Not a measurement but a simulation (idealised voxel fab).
Herein follows the process module entitled voxel trench capacitor.
The figure presents cross-section cut, which has a width of 225 nm and is divided into square cells with an edge length of 5 nm.
Square cells in a grid make up a cross-section in this document, and the grid is given as bands, listed from the top down, each one or more rows of cells. Top, bottom (nm), then materials left to right with widths (nm); lone material tagged "all across" fills the whole band edge to edge; "blank" = empty space. Height datum 0, below which the as-received substrate wafer is one material. Lowest band open at the bottom, running downward: "0 -> down". With a width like "30 to 40", each row of cells in the band differs from the next by the same amount, the top row carrying the first number and the bottom row the second. "remained the same", as given for a step, is the statement that not any cell of the cross-section underwent a change during that step. "Fully sealed voids": empty spaces of 8 cells or more with no open way to the top, each given as width x height at distance, distance from the left edge, all in nm. The remark found on a step's line after its settings is issued by the simulator itself and pertains to that step. Regarding "overlay nm": on a step with a mask, it is the distance the mask lay to the right of its planned place; a negative value places it to the left.
Planned process steps
- 1: op RECEIVE | material Si
- 2: op CONFORMAL_DEP | material SiN | thk nm 10
- 3: op DIRECTIONAL_DEP | material aC | thk nm 15
- 4: op PATTERN | tone open | mask id TRENCH | material resist | width nm 25 | pitch nm 50 | thk nm 30 | overlay nm 0
- 5: op DIRECTIONAL_ETCH | etch materials aC | depth nm 15
- 6: op STRIP | etch materials resist
- 7: op DIRECTIONAL_ETCH | etch materials SiN | depth nm 10
- 8: op DIRECTIONAL_ETCH | etch materials Si | depth nm 25
- 9: op STRIP | etch materials aC
- 10: op CONFORMAL_DEP | material HfO2 | thk nm 5
- 11: op CONFORMAL_DEP | material TiN | thk nm 5
- 12: op FILL_DEP | material W | thk nm 5
- 13: op CMP | height nm 10
Wafer at receipt (post step 1), cross-section
- 0 -> down | Si all across
- Fully sealed voids: none
Run as planned - first of the two wafers cross-sectioned at the end of the module
- 10 -> 0 | SiN 25 nm, HfO2 5 nm, TiN 5 nm, W 5 nm, TiN 5 nm, HfO2 5 nm, SiN 25 nm, HfO2 5 nm, TiN 5 nm, W 5 nm, TiN 5 nm, HfO2 5 nm, SiN 25 nm, HfO2 5 nm, TiN 5 nm, W 5 nm, TiN 5 nm, HfO2 5 nm, SiN 25 nm, HfO2 5 nm, TiN 5 nm, W 5 nm, TiN 5 nm, HfO2 5 nm, SiN 25 nm
- 0 -> -15 | Si 25 nm, HfO2 5 nm, TiN 5 nm, W 5 nm, TiN 5 nm, HfO2 5 nm, Si 25 nm, HfO2 5 nm, TiN 5 nm, W 5 nm, TiN 5 nm, HfO2 5 nm, Si 25 nm, HfO2 5 nm, TiN 5 nm, W 5 nm, TiN 5 nm, HfO2 5 nm, Si 25 nm, HfO2 5 nm, TiN 5 nm, W 5 nm, TiN 5 nm, HfO2 5 nm, Si 25 nm
- -15 -> -20 | Si 25 nm, HfO2 5 nm, TiN 15 nm, HfO2 5 nm, Si 25 nm, HfO2 5 nm, TiN 15 nm, HfO2 5 nm, Si 25 nm, HfO2 5 nm, TiN 15 nm, HfO2 5 nm, Si 25 nm, HfO2 5 nm, TiN 15 nm, HfO2 5 nm, Si 25 nm
- -20 -> -25 | Si 25 nm, HfO2 25 nm, Si 25 nm, HfO2 25 nm, Si 25 nm, HfO2 25 nm, Si 25 nm, HfO2 25 nm, Si 25 nm
- -25 -> down | Si all across
- Fully sealed voids: none
Cross-section, second wafer: same start as the first, same plan as the first, one mistake in running it; taken at the end of the module
- 10 -> 0 | W 15 nm, TiN 5 nm, HfO2 5 nm, SiN 25 nm, HfO2 5 nm, TiN 5 nm, W 5 nm, TiN 5 nm, HfO2 5 nm, SiN 25 nm, HfO2 5 nm, TiN 5 nm, W 5 nm, TiN 5 nm, HfO2 5 nm, SiN 25 nm, HfO2 5 nm, TiN 5 nm, W 5 nm, TiN 5 nm, HfO2 5 nm, SiN 25 nm, HfO2 5 nm, TiN 5 nm, W 15 nm
- 0 -> -15 | W 15 nm, TiN 5 nm, HfO2 5 nm, Si 25 nm, HfO2 5 nm, TiN 5 nm, W 5 nm, TiN 5 nm, HfO2 5 nm, Si 25 nm, HfO2 5 nm, TiN 5 nm, W 5 nm, TiN 5 nm, HfO2 5 nm, Si 25 nm, HfO2 5 nm, TiN 5 nm, W 5 nm, TiN 5 nm, HfO2 5 nm, Si 25 nm, HfO2 5 nm, TiN 5 nm, W 15 nm
- -15 -> -20 | TiN 20 nm, HfO2 5 nm, Si 25 nm, HfO2 5 nm, TiN 15 nm, HfO2 5 nm, Si 25 nm, HfO2 5 nm, TiN 15 nm, HfO2 5 nm, Si 25 nm, HfO2 5 nm, TiN 15 nm, HfO2 5 nm, Si 25 nm, HfO2 5 nm, TiN 20 nm
- -20 -> -25 | HfO2 25 nm, Si 25 nm, HfO2 25 nm, Si 25 nm, HfO2 25 nm, Si 25 nm, HfO2 25 nm, Si 25 nm, HfO2 25 nm
- -25 -> down | Si all across
- Fully sealed voids: none
Deviation noted in wafer processing: the process deviated at step 4: the operation and settings actually run there were op PATTERN | tone cover | mask id TRENCH | material resist | width nm 25 | pitch nm 50 | thk nm 30 | overlay nm 0
End check, counted in cells, second wafer has more or fewer of these materials than the first: HfO2: 5 more | Si: 25 fewer | SiN: 10 fewer | TiN: 5 more | W: 25 more
